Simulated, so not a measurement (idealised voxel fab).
Name of the process module below: voxel gate over fins
For reference, the cross-section in this document is cut, with width 230 nm and square cells of 5 nm.
When this document writes out a cross-section, it uses a grid of square cells and lists it as bands, beginning at the top and moving down, with a band standing for one or more rows of cells.
Top height, bottom height, nm. Materials left to right, width each, nm. Single material + "edge to edge" = fills band edge to edge. "air" = empty.
Basically, 0 is our baseline, since under it the wafer straight out of the box is all one material. The bottom band has no lower end and keeps on going down, so it looks like "0 down".
Width spec "30..40" -> top row of cells at first value, bottom row at second value, equal per-row change in between.
No cell of the cross-section changed in a step that is given as "no change occurred".
"Closed void entries" - sealed voids, min. 8 cells, no opening to top; format: width x height at distance (distance from left edge; nm throughout).
On a step's line, text after the settings is the simulator commenting on that step.
The optional step-line setting "overlay nm" applies to steps with a mask and quantifies how far to the right of its planned location the mask lay, a negative value indicating leftward placement.

**The process steps that were planned are listed below**
- 1: RECEIVE: material Si
- 2: CONFORMAL_DEP: material SiN, thk nm 5
- 3: PATTERN: tone cover, mask id FINS, material resist, width nm 15, pitch nm 60, thk nm 20, overlay nm 0
- 4: DIRECTIONAL_ETCH: etch materials SiN, depth nm 5
- 5: DIRECTIONAL_ETCH: etch materials Si, depth nm 35
- 6: STRIP: etch materials resist
- 7: OXIDIZE: depth nm 5
- 8: FILL_DEP: material SiO2, thk nm 15
- 9: CMP: height nm 5
- 10: PATTERN: tone open, mask id RAIL, material resist, width nm 15, thk nm 20, overlay nm -15
- 11: DIRECTIONAL_ETCH: etch materials SiO2, depth nm 35
- 12: STRIP: etch materials resist
- 13: CONFORMAL_DEP: material TiN, thk nm 5
- 14: FILL_DEP: material Ru, thk nm 10
- 15: CMP: height nm 5
- 16: SELECTIVE_ETCH: etch materials W Ru TiN, depth nm 30
- 17: FILL_DEP: material SiO2, thk nm 5
- 18: CMP: height nm 5
- 19: SELECTIVE_ETCH: etch materials SiO2, depth nm 20
- 20: STRIP: etch materials SiN
- 21: CONFORMAL_DEP: material HfO2, thk nm 5
- 22: CONFORMAL_DEP: material TiN, thk nm 5
- 23: CONFORMAL_DEP: material TiAl, thk nm 5
- 24: CONFORMAL_DEP: material TiN, thk nm 5
- 25: FILL_DEP: material W, thk nm 15
- 26: CMP: height nm 30
- 27: CONFORMAL_DEP: material SiN, thk nm 10
Be aware that, although all wafers share a common starting state, the overlay nm at step 10 differs among them, and the plan displays the first wafer's value.

**So this is the first of several wafers, cross-sectioned as it came to us, meaning it's at the end of step 1**
  0 down: Si edge to edge
  Closed void entries: none

**Tabulated below, wafer by wafer, are the end-of-module results: for each material, the number of cells gained (+) or lost (-) relative to the as-received state, followed by the closed voids**
overlay nm -15, +58 HfO2, -352 Si, +92 SiN, +217 SiO2, +58 TiAl, +119 TiN, +176 W, Closed void entries: none
overlay nm -10, +58 HfO2, -352 Si, +92 SiN, +217 SiO2, +58 TiAl, +119 TiN, +176 W, Closed void entries: none
overlay nm -5, +58 HfO2, -352 Si, +92 SiN, +217 SiO2, +58 TiAl, +119 TiN, +176 W, Closed void entries: none
overlay nm 0, +58 HfO2, -352 Si, +92 SiN, +217 SiO2, +58 TiAl, +119 TiN, +176 W, Closed void entries: none
overlay nm 5, +58 HfO2, -352 Si, +92 SiN, +217 SiO2, +58 TiAl, +119 TiN, +176 W, Closed void entries: none
overlay nm 10, +58 HfO2, -352 Si, +92 SiN, +217 SiO2, +58 TiAl, +119 TiN, +176 W, Closed void entries: none
overlay nm 15, +58 HfO2, -352 Si, +92 SiN, +217 SiO2, +58 TiAl, +119 TiN, +176 W, Closed void entries: none
